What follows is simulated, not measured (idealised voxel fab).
voxel released beams: a process module
175 nm wide, 5 nm square cells: that's cross-section cut.
Cross-section format: a grid of square cells, given as bands from top to bottom; each band is one or more rows of cells. Heads up on the band format: heights come first, top then bottom, in nm. After that it's the materials left to right, each with its width in nm. A single material flagged "full width" fills the whole band edge to edge, and "empty" means there's empty space there. All heights in this document are referenced to 0, defined as the level beneath which the wafer, as received, consists entirely of one material. The lowest band is not bounded below; it extends indefinitely downward and is written in the form "0..down". Width "30..40": first value at the band's top row of cells, second value at its bottom row, equal change from row to row. It should be understood that the words "nothing got changed", when stated for a given step, signify that the cross-section underwent no change in any of its cells during that step. The entry titled "Closed void table" provides the empty spaces that have no open way to the top, restricted to those of 8 cells or more. Each is presented as width x height at distance, the distance being measured from the left edge, with all three in nm. Formally, on a step line, whatever follows the settings is a remark that the simulator itself makes on the step. A step's line can hold "overlay nm"; with a mask on that step, the setting says how far right of the planned place the mask lay, while a negative setting says it lay to the left.

List of planned process steps
1. RECEIVE, material Si
2. CONFORMAL_DEP, material SiN, thk nm 5
3. DIRECTIONAL_DEP, material SiO2, thk nm 15
4. PATTERN, tone open, mask id ANCHOR, material resist, width nm 35, thk nm 15, overlay nm 0
5. DIRECTIONAL_ETCH, etch materials SiO2, depth nm 15
6. STRIP, etch materials resist
7. CONFORMAL_DEP, material W, thk nm 15
8. DIRECTIONAL_DEP, material aC, thk nm 10
9. PATTERN, tone cover, mask id BEAM, material resist, width nm 120, thk nm 25, overlay nm 0
10. DIRECTIONAL_ETCH, etch materials aC, depth nm 10
11. STRIP, etch materials resist
12. DIRECTIONAL_ETCH, etch materials W, depth nm 15
13. STRIP, etch materials aC
14. STRIP, etch materials SiO2

The cross-section here shows the wafer as received, i.e. in its state after step 1
> 0..down  Si full width
> Closed void table: none

Cross-section taken at module completion on the first of two wafers; processed per the plan
> 35..20  empty (25); W (20); empty (5); W (95); empty (30)
> 20..5  empty (30); W (35); empty (110)
> 5..0  SiN full width
> 0..down  Si full width
> Closed void table: none

So this is wafer number two of the two, cut at the end of the module - it started where the first did and had the same plan, we just got one thing wrong running it
> 30..15  empty (25); W (20); empty (5); W (95); empty (30)
> 15..0  empty (30); W (35); empty (110)
> 0..down  Si full width
> Closed void table: none
What went wrong in running the wafer? step 2 was dropped from the plan's execution and never run
Final wafer comparison in cells, second versus first, more or fewer per material: SiN -35
